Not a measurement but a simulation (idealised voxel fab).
Process module heading - voxel self aligned vias
Cross-section cut: width 240 nm, square cells of 5 nm.
Bands, listed from the top down, are how a cross-section gets written in this document; the cross-section itself is a grid of square cells, and a band is one or more rows of them.
First you get the band's top height and its bottom height, in nm, and then the materials it's made of, left to right, with each width in nm. If you see a single material with "everywhere", that one covers the band edge to edge. "empty" is empty space.
Counting heights begins at 0, where everything beneath is, in the wafer as received, one material. The lowest band has no bottom; it goes on downwards, as "0 nm and below" shows.
The width entry "30..40" should be interpreted row by row: the top row of cells in the band takes the first number, the bottom row takes the second number, and the change between adjacent rows is uniform throughout.
Step marked "left unchanged"? Then no cell in the cross-section changed in it.
What "Enclosed void inventory" gives you is every empty space of 8 cells or more that is cut off from the top. Each appears as width x height at distance, with the distance taken from the left edge and width, height and distance all in nm.
It should be noted that, on the line of a given step, the content following the step's settings is a remark produced by the simulator itself with respect to that step.
overlay nm: on a step with a mask, how far right of its planned place the mask lay; negative means left.

Steps in the process plan
1: RECEIVE with material Si
2: CONFORMAL_DEP with material SiO2, thk nm 15
3: CONFORMAL_DEP with material SiCN, thk nm 5
4: DIRECTIONAL_DEP with material SiO2, thk nm 30
5: DIRECTIONAL_DEP with material aC, thk nm 10
6: PATTERN with tone open, mask id LINES, material resist, width nm 20, pitch nm 50, thk nm 30, overlay nm 0
7: DIRECTIONAL_ETCH with etch materials aC, depth nm 10
8: STRIP with etch materials resist
9: DIRECTIONAL_ETCH with etch materials SiO2, depth nm 30
10: STRIP with etch materials aC
11: CONFORMAL_DEP with material TiN, thk nm 5
12: FILL_DEP with material Ru, thk nm 5
13: CMP with height nm 50
14: SELECTIVE_ETCH with etch materials W Ru TiN, depth nm 5
15: FILL_DEP with material SiN, thk nm 5
16: CMP with height nm 50
17: DIRECTIONAL_DEP with material SiO2, thk nm 20
18: PATTERN with tone open, mask id VIAS, material resist, width nm 30, pitch nm 100, thk nm 20, overlay nm 0
19: DIRECTIONAL_ETCH with etch materials SiO2, depth nm 20
20: DIRECTIONAL_ETCH with etch materials SiN, depth nm 5
21: STRIP with etch materials resist
22: CONFORMAL_DEP with material TiN, thk nm 5
23: FILL_DEP with material Cu, thk nm 5
24: CMP with height nm 70
25: CONFORMAL_DEP with material SiN, thk nm 5

Cross-section of the incoming wafer, state after step 1
  0 nm and below: Si everywhere
  Enclosed void inventory: none

Cross-section, end of module. Start: as above. Plan: as above. Execution: one mistake
  75 nm to 70 nm: SiN everywhere
  70 nm to 50 nm: SiO2: 55 | TiN: 5 | Cu: 20 | TiN: 5 | SiO2: 70 | TiN: 5 | Cu: 20 | TiN: 5 | SiO2: 55
  50 nm to 45 nm: SiN: 55 | TiN: 30 | SiN: 70 | TiN: 30 | SiN: 55
  45 nm to 20 nm: SiO2: 60 | TiN: 5 | Ru: 10 | TiN: 5 | SiO2: 30 | TiN: 5 | Ru: 10 | TiN: 5 | SiO2: 30 | TiN: 5 | Ru: 10 | TiN: 5 | SiO2: 60
  20 nm to 15 nm: SiO2: 60 | TiN: 20 | SiO2: 30 | TiN: 20 | SiO2: 30 | TiN: 20 | SiO2: 60
  15 nm to 0 nm: SiO2 everywhere
  0 nm and below: Si everywhere
  Enclosed void inventory: none
what went wrong: step 3 from the plan never happened, it was just skipped
